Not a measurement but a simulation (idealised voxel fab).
Process module, titled voxel self aligned vias
This is section cut - it's 210 nm across, gridded in 5 nm square cells.
For the purposes of this document, a cross-section shall be understood as a grid of square cells, specified as bands listed in top-to-bottom order, each band consisting of one or more rows of cells. Each band's line starts with the height of the band's top and of its bottom, in nm. Then come its materials from left to right, each with its width in nm. One material with "everywhere" fills the band from edge to edge. "empty" is empty space. It should be noted that heights are counted from 0, beneath which the wafer as supplied is of one material throughout, and that the lowest band possesses no lower boundary but continues downward, as written in "0 and below". The notation "30 to 40" denotes a width that varies across the rows of cells in the band, beginning at the first number in the top row, finishing at the second number in the bottom row, and changing by an identical amount from each row to the next. Where a step carries "no change occurred", the cross-section came out of it unchanged, cell for cell. So "Encapsulated voids" is basically the list of trapped voids: any empty space of 8 cells or more that can't reach the top through an opening. They're written width x height at distance, the distance being from the left edge, and it's all nm. Post-settings text on a step line: simulator's own remark regarding the step. On any step carrying a mask, the "overlay nm" setting, if present on the step's line, tells how far right of its planned place the mask lay; negative values point to the left.

**Planned step list for the process**
1 RECEIVE,material Si
2 CONFORMAL_DEP,material SiO2,thk nm 15
3 CONFORMAL_DEP,material SiCN,thk nm 5
4 DIRECTIONAL_DEP,material SiO2,thk nm 20
5 PATTERN,tone open,mask id LINES,material resist,width nm 30,pitch nm 80,thk nm 15,overlay nm 0
6 DIRECTIONAL_ETCH,etch materials SiO2,depth nm 20
7 STRIP,etch materials resist
8 CONFORMAL_DEP,material TiN,thk nm 5
9 FILL_DEP,material Ru,thk nm 5
10 CMP,height nm 40
11 SELECTIVE_ETCH,etch materials W Ru TiN,depth nm 5
12 FILL_DEP,material SiN,thk nm 10
13 CMP,height nm 40
14 DIRECTIONAL_DEP,material SiO2,thk nm 15
15 MASKED_ETCH,tone open,mask id VIAS,width nm 50,pitch nm 80,etch materials SiO2,depth nm 15,overlay nm 0
16 MASKED_ETCH,tone open,mask id VIAS,width nm 50,pitch nm 80,etch materials SiN,depth nm 5,overlay nm 0
17 CONFORMAL_DEP,material TiN,thk nm 5
18 FILL_DEP,material Cu,thk nm 5
19 CMP,height nm 55
20 CONFORMAL_DEP,material SiCN,thk nm 5

**The first wafer of two, processed as planned**

**Cross-section of the wafer as it came to us, i.e., already through step 1**
  0 and below | Si everywhere
  Encapsulated voids: none

**Wafer after step 2 (cross-section)**
  15 down to 0 | SiO2 everywhere
  Below 0, the layers are the same as they were.

**Wafer after step 3 (cross-section)**
  20 down to 15 | SiCN everywhere
  Below 15, the layers are the same as they were.

**Wafer after step 4 (cross-section)**
  40 down to 20 | SiO2 everywhere
  Below 20, the layers are the same as they were.

**Wafer after step 5 (cross-section)**
  55 down to 40 | 50 resist  30 empty  50 resist  30 empty  50 resist
  Below 40, the layers are the same as they were.

**Wafer after step 6 (cross-section)**
  55 down to 40 | 50 resist  30 empty  50 resist  30 empty  50 resist
  40 down to 20 | 50 SiO2  30 empty  50 SiO2  30 empty  50 SiO2
  Below 20, the layers are the same as they were.

**Wafer after step 7 (cross-section)**
  40 down to 20 | 50 SiO2  30 empty  50 SiO2  30 empty  50 SiO2
  Below 20, the layers are the same as they were.

**Wafer after step 8 (cross-section)**
  45 down to 40 | 55 TiN  20 empty  60 TiN  20 empty  55 TiN
  40 down to 25 | 50 SiO2  5 TiN  20 empty  5 TiN  50 SiO2  5 TiN  20 empty  5 TiN  50 SiO2
  25 down to 20 | 50 SiO2  30 TiN  50 SiO2  30 TiN  50 SiO2
  Below 20, the layers are the same as they were.

**Wafer after step 9 (cross-section)**
  50 down to 45 | Ru everywhere
  45 down to 40 | 55 TiN  20 Ru  60 TiN  20 Ru  55 TiN
  40 down to 25 | 50 SiO2  5 TiN  20 Ru  5 TiN  50 SiO2  5 TiN  20 Ru  5 TiN  50 SiO2
  Below 25, the layers are the same as they were.

**Wafer after step 10 (cross-section)**
  40 down to 25 | 50 SiO2  5 TiN  20 Ru  5 TiN  50 SiO2  5 TiN  20 Ru  5 TiN  50 SiO2
  Below 25, the layers are the same as they were.

**Wafer after step 11 (cross-section)**
  40 down to 35 | 50 SiO2  30 empty  50 SiO2  30 empty  50 SiO2
  Below 35, the layers are the same as they were.

**Wafer after step 12 (cross-section)**
  50 down to 40 | SiN everywhere
  40 down to 35 | 50 SiO2  30 SiN  50 SiO2  30 SiN  50 SiO2
  Below 35, the layers are the same as they were.

**Wafer after step 13 (cross-section)**
  40 down to 35 | 50 SiO2  30 SiN  50 SiO2  30 SiN  50 SiO2
  Below 35, the layers are the same as they were.

**Wafer after step 14 (cross-section)**
  55 down to 40 | SiO2 everywhere
  Below 40, the layers are the same as they were.

**Wafer after step 15 (cross-section)**
  55 down to 40 | 40 SiO2  50 empty  30 SiO2  50 empty  40 SiO2
  Below 40, the layers are the same as they were.

**Wafer after step 16 (cross-section)**
  55 down to 40 | 40 SiO2  50 empty  30 SiO2  50 empty  40 SiO2
  40 down to 35 | 50 SiO2  30 empty  50 SiO2  30 empty  50 SiO2
  Below 35, the layers are the same as they were.

**Wafer after step 17 (cross-section)**
  60 down to 55 | 45 TiN  40 empty  40 TiN  40 empty  45 TiN
  55 down to 45 | 40 SiO2  5 TiN  40 empty  5 TiN  30 SiO2  5 TiN  40 empty  5 TiN  40 SiO2
  45 down to 40 | 40 SiO2  15 TiN  20 empty  15 TiN  30 SiO2  15 TiN  20 empty  15 TiN  40 SiO2
  40 down to 35 | 50 SiO2  30 TiN  50 SiO2  30 TiN  50 SiO2
  Below 35, the layers are the same as they were.

**Wafer after step 18 (cross-section)**
  65 down to 60 | Cu everywhere
  60 down to 55 | 45 TiN  40 Cu  40 TiN  40 Cu  45 TiN
  55 down to 45 | 40 SiO2  5 TiN  40 Cu  5 TiN  30 SiO2  5 TiN  40 Cu  5 TiN  40 SiO2
  45 down to 40 | 40 SiO2  15 TiN  20 Cu  15 TiN  30 SiO2  15 TiN  20 Cu  15 TiN  40 SiO2
  Below 40, the layers are the same as they were.

**Wafer after step 19 (cross-section)**
  55 down to 45 | 40 SiO2  5 TiN  40 Cu  5 TiN  30 SiO2  5 TiN  40 Cu  5 TiN  40 SiO2
  Below 45, the layers are the same as they were.

**Wafer after step 20 (cross-section)**
  60 down to 55 | SiCN everywhere
  Below 55, the layers are the same as they were.

**Wafer two. Same start, same plan, one slip in execution. Same as wafer one through step 1, inclusive**

**Second wafer shown in cross-section at the time step 2 was slated to end**
  5 down to 0 | SiCN everywhere
  Below 0, the layers are the same as they were.

**Second wafer shown in cross-section at the time step 3 was slated to end**
  20 down to 5 | SiO2 everywhere
  Below 5, the layers are the same as they were.

**Second wafer shown in cross-section at the time step 4 was slated to end**
  40 down to 5 | SiO2 everywhere
  Below 5, the layers are the same as they were.

**Second wafer shown in cross-section at the time step 5 was slated to end**
  55 down to 40 | 50 resist  30 empty  50 resist  30 empty  50 resist
  Below 40, the layers are the same as they were.

**Second wafer shown in cross-section at the time step 6 was slated to end**
  55 down to 40 | 50 resist  30 empty  50 resist  30 empty  50 resist
  40 down to 20 | 50 SiO2  30 empty  50 SiO2  30 empty  50 SiO2
  Below 20, the layers are the same as they were.

**Second wafer shown in cross-section at the time step 7 was slated to end**
  40 down to 20 | 50 SiO2  30 empty  50 SiO2  30 empty  50 SiO2
  Below 20, the layers are the same as they were.

**Second wafer shown in cross-section at the time step 8 was slated to end**
  45 down to 40 | 55 TiN  20 empty  60 TiN  20 empty  55 TiN
  40 down to 25 | 50 SiO2  5 TiN  20 empty  5 TiN  50 SiO2  5 TiN  20 empty  5 TiN  50 SiO2
  25 down to 20 | 50 SiO2  30 TiN  50 SiO2  30 TiN  50 SiO2
  Below 20, the layers are the same as they were.

**Second wafer shown in cross-section at the time step 9 was slated to end**
  50 down to 45 | Ru everywhere
  45 down to 40 | 55 TiN  20 Ru  60 TiN  20 Ru  55 TiN
  40 down to 25 | 50 SiO2  5 TiN  20 Ru  5 TiN  50 SiO2  5 TiN  20 Ru  5 TiN  50 SiO2
  Below 25, the layers are the same as they were.

**Second wafer shown in cross-section at the time step 10 was slated to end**
  40 down to 25 | 50 SiO2  5 TiN  20 Ru  5 TiN  50 SiO2  5 TiN  20 Ru  5 TiN  50 SiO2
  Below 25, the layers are the same as they were.

**Second wafer shown in cross-section at the time step 11 was slated to end**
  40 down to 35 | 50 SiO2  30 empty  50 SiO2  30 empty  50 SiO2
  Below 35, the layers are the same as they were.

**Second wafer shown in cross-section at the time step 12 was slated to end**
  50 down to 40 | SiN everywhere
  40 down to 35 | 50 SiO2  30 SiN  50 SiO2  30 SiN  50 SiO2
  Below 35, the layers are the same as they were.

**Second wafer shown in cross-section at the time step 13 was slated to end**
  40 down to 35 | 50 SiO2  30 SiN  50 SiO2  30 SiN  50 SiO2
  Below 35, the layers are the same as they were.

**Second wafer shown in cross-section at the time step 14 was slated to end**
  55 down to 40 | SiO2 everywhere
  Below 40, the layers are the same as they were.

**Second wafer shown in cross-section at the time step 15 was slated to end**
  55 down to 40 | 40 SiO2  50 empty  30 SiO2  50 empty  40 SiO2
  Below 40, the layers are the same as they were.

**Second wafer shown in cross-section at the time step 16 was slated to end**
  55 down to 40 | 40 SiO2  50 empty  30 SiO2  50 empty  40 SiO2
  40 down to 35 | 50 SiO2  30 empty  50 SiO2  30 empty  50 SiO2
  Below 35, the layers are the same as they were.

**Second wafer shown in cross-section at the time step 17 was slated to end**
  60 down to 55 | 45 TiN  40 empty  40 TiN  40 empty  45 TiN
  55 down to 45 | 40 SiO2  5 TiN  40 empty  5 TiN  30 SiO2  5 TiN  40 empty  5 TiN  40 SiO2
  45 down to 40 | 40 SiO2  15 TiN  20 empty  15 TiN  30 SiO2  15 TiN  20 empty  15 TiN  40 SiO2
  40 down to 35 | 50 SiO2  30 TiN  50 SiO2  30 TiN  50 SiO2
  Below 35, the layers are the same as they were.

**Second wafer shown in cross-section at the time step 18 was slated to end**
  65 down to 60 | Cu everywhere
  60 down to 55 | 45 TiN  40 Cu  40 TiN  40 Cu  45 TiN
  55 down to 45 | 40 SiO2  5 TiN  40 Cu  5 TiN  30 SiO2  5 TiN  40 Cu  5 TiN  40 SiO2
  45 down to 40 | 40 SiO2  15 TiN  20 Cu  15 TiN  30 SiO2  15 TiN  20 Cu  15 TiN  40 SiO2
  Below 40, the layers are the same as they were.

**Second wafer shown in cross-section at the time step 19 was slated to end**
  55 down to 45 | 40 SiO2  5 TiN  40 Cu  5 TiN  30 SiO2  5 TiN  40 Cu  5 TiN  40 SiO2
  Below 45, the layers are the same as they were.

**Second wafer shown in cross-section at the time step 20 was slated to end**
  60 down to 55 | SiCN everywhere
  Below 55, the layers are the same as they were.
What was done differently from what was planned? steps 2 and 3 got flipped, so each one ran where the other should have
at the end the second wafer has, in cells: as many of each material as the first, in other places
